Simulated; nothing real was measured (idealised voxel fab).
process module | voxel released beams
cross-section cut | 265 nm wide | cells 5 nm
A cross-section is a grid of square cells, given in bands from the top down. A band is one or more rows of cells.
Each band's line starts with the height of the band's top and of its bottom, in nm. Then come its materials from left to right, each with its width in nm. One material with "throughout" fills the band from edge to edge. "air" is empty space.
Height 0 is the level under which the wafer as received is all one material. The lowest band goes on downwards, as in "0 down".
A width such as "30 to 40" changes by the same amount from each row of cells to the next, from the band's top row to its bottom row.
"no change" after a step means that no cell of the cross-section changed.
closed voids: empty space of 8 cells or more with no open way to the top, each as width x height at its distance from the left edge, in nm
after a step's settings: what the simulator itself notes on the step
overlay nm, on a step with a mask: how far to the right of its planned place the mask lay; to the left if negative
plan
1 op RECEIVE | material Si
2 op CONFORMAL_DEP | material Al2O3 | thk nm 10
3 op DIRECTIONAL_DEP | material SiO2 | thk nm 10
4 op MASKED_ETCH | tone open | mask id ANCHOR | width nm 40 | etch materials SiO2 | depth nm 10 | overlay nm 0
5 op CONFORMAL_DEP | material W | thk nm 15
6 op MASKED_ETCH | tone cover | mask id BEAM | width nm 90 | etch materials W | depth nm 15 | overlay nm 0
7 op STRIP | etch materials SiO2
first wafer, as planned
as received, after step 1
  0 down: Si throughout
  closed voids: none
after step 2
  10 to 0: Al2O3 throughout
  below 0: unchanged
after step 3
  20 to 10: SiO2 throughout
  below 10: unchanged
after step 4
  20 to 10: SiO2 90 | air 40 | SiO2 135
  below 10: unchanged
after step 5
  35 to 25: W 105 | air 10 | W 150
  25 to 20: W throughout
  20 to 10: SiO2 90 | W 40 | SiO2 135
  below 10: unchanged
after step 6
  35 to 25: air 85 | W 20 | air 10 | W 60 | air 90
  25 to 20: air 85 | W 90 | air 90
  below 20: unchanged
after step 7
  35 to 25: air 85 | W 20 | air 10 | W 60 | air 90
  25 to 20: air 85 | W 90 | air 90
  20 to 10: air 90 | W 40 | air 135
  below 10: unchanged
second wafer: like start, like plan, one mistake. Through step 1 it matches the first wafer
when step 2 should have ended
  10 to 0: SiO2 throughout
  below 0: unchanged
when step 3 should have ended
  20 to 10: Al2O3 throughout
  below 10: unchanged
when step 4 should have ended: no change
when step 5 should have ended
  35 to 20: W throughout
  below 20: unchanged
when step 6 should have ended
  35 to 20: air 85 | W 90 | air 90
  below 20: unchanged
when step 7 should have ended: no change
what went wrong: steps 2 and 3 were swapped
at the end the second wafer has, in cells: 106 more of SiO2 | 12 fewer of W
